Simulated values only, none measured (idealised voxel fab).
Process module under the name voxel released beams
The width of the displayed cross-section, cut, is 275 nm; its cells are square, with a size of 5 nm.
If you're reading a cross-section in this doc, picture square cells in a grid; it comes to you as bands, top ones listed first down to the bottom, and a band can be one or more rows of cells.
Top height, bottom height, nm. Materials left to right, width each, nm. Single material + "edge to edge" = fills band edge to edge. "blank" = empty.
Beneath 0, the wafer as received is one material, and that level is where height counting begins. The lowest band goes on downward without a bottom; it is written like "from 0 down".
Graded width ("30->40"): value in top row of band = first number; value in bottom row = second number; row-to-row change constant.
It should be understood that the words "nothing changed", when stated for a given step, signify that the cross-section underwent no change in any of its cells during that step.
Closed void inventory: empty space of 8 cells or more with no open way to the top, each as width x height at its distance from the left edge, in nm
That trailing text on a step's line, after the settings, is the simulator's own remark on the step.
overlay nm: right-of-plan distance of the mask on a masked step; negative values mean left-of-plan.

## Here's what the planned process steps look like
1 RECEIVE,material Si
2 CONFORMAL_DEP,material Al2O3,thk nm 10
3 DIRECTIONAL_DEP,material SiO2,thk nm 15
4 MASKED_ETCH,tone open,mask id ANCHOR,width nm 25,etch materials SiO2,depth nm 15,overlay nm 0
5 CONFORMAL_DEP,material SiN,thk nm 10
6 MASKED_ETCH,tone cover,mask id BEAM,width nm 105,etch materials SiN,depth nm 10,overlay nm 0
7 STRIP,etch materials SiO2

## Incoming wafer in cross-section (state: after step 1)
	from 0 down = Si edge to edge
	Closed void inventory: none

## Below is the wafer in cross-section after the module was completed. It began from the starting point shown above and followed the plan shown above, except that one mistake was made while running it
	from 25 to 10 = blank: 85 / SiN: 10 / blank: 5 / SiN: 10 / blank: 165
	from 10 to 0 = Al2O3 edge to edge
	from 0 down = Si edge to edge
	Closed void inventory: none
Deviation from plan: the process deviated at step 6: the operation and settings actually run there were MASKED_ETCH,tone open,mask id BEAM,width nm 105,etch materials SiN,depth nm 10,overlay nm 0
